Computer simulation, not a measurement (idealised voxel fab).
This section sets out a process module, namely voxel air gaps.
The width of the displayed cross-section, cut, is 235 nm; its cells are square, with a size of 5 nm.
How to read a cross-section here: the picture is a grid of square cells, written as bands going from the top down, and any band can span one or more rows of cells.
Heads up on the band format: heights come first, top then bottom, in nm. After that it's the materials left to right, each with its width in nm. A single material flagged "edge to edge" fills the whole band edge to edge, and "air" means there's empty space there.
Below 0: as-received wafer, all one material; heights counted from there. Lowest band: no bottom, goes on down, written "0 and below".
It should be noted that a width expressed as "30..40" varies in equal increments from row to row of cells within the band, taking the value of the first number at the top row and that of the second number at the bottom row.
When a step is marked "nothing was modified", none of the cells in the cross-section changed during that step.
Each empty space that has no open way to the top and spans at least 8 cells appears under "Enclosed cavities" as width x height at distance, the distance counted from the left edge, all in nm.
Text after the settings on a step's line: the simulator's own remark on that step.
overlay nm: on a step with a mask, how far right of its planned place the mask lay; negative means left.
The steps planned for the process are as follows
1) RECEIVE: material Si
2) CONFORMAL_DEP: material SiO2, thk nm 15
3) CONFORMAL_DEP: material SiCN, thk nm 5
4) DIRECTIONAL_DEP: material SiO2, thk nm 35
5) MASKED_ETCH: tone open, mask id LINES, width nm 25, pitch nm 50, etch materials SiO2, depth nm 35, overlay nm 0
6) CONFORMAL_DEP: material TiN, thk nm 5
7) FILL_DEP: material W, thk nm 10
8) CMP: height nm 55
9) EPI: material Ru, thk nm 10
10) SELECTIVE_ETCH: etch materials SiO2, depth nm 45
11) CONFORMAL_DEP: material SiCN, thk nm 5
Received-state cross-section, reflecting completion of step 1
    0 and below  Si edge to edge
    Enclosed cavities: none
Same starting wafer, same plan as above, one mistake in the execution; this is the cross-section at the end of the module
    70 down to 65  air 45  SiCN 155  air 35
    65 down to 55  air 45  SiCN 5  Ru 45  SiCN 5  Ru 45  SiCN 5  Ru 45  SiCN 5  air 35
    55 down to 50  air 45  SiCN 15  TiN 5  W 15  TiN 5  SiCN 25  TiN 5  W 15  TiN 5  SiCN 25  TiN 5  W 15  TiN 5  SiCN 15  air 35
    50 down to 25  air 55  SiCN 5  TiN 5  W 15  TiN 5  SiCN 5  air 15  SiCN 5  TiN 5  W 15  TiN 5  SiCN 5  air 15  SiCN 5  TiN 5  W 15  TiN 5  SiCN 5  air 45
    25 down to 20  SiCN 60  TiN 25  SiCN 25  TiN 25  SiCN 25  TiN 25  SiCN 50
    20 down to 15  SiCN edge to edge
    15 down to 0  SiO2 edge to edge
    0 and below  Si edge to edge
    Enclosed cavities: 15 x 25 at 90; 15 x 25 at 140
Finding, execution versus plan: step 5 was run on a setting that differed from the plan, and what really ran there is MASKED_ETCH: tone open, mask id LINES, width nm 25, pitch nm 50, etch materials SiO2, depth nm 35, overlay nm 5
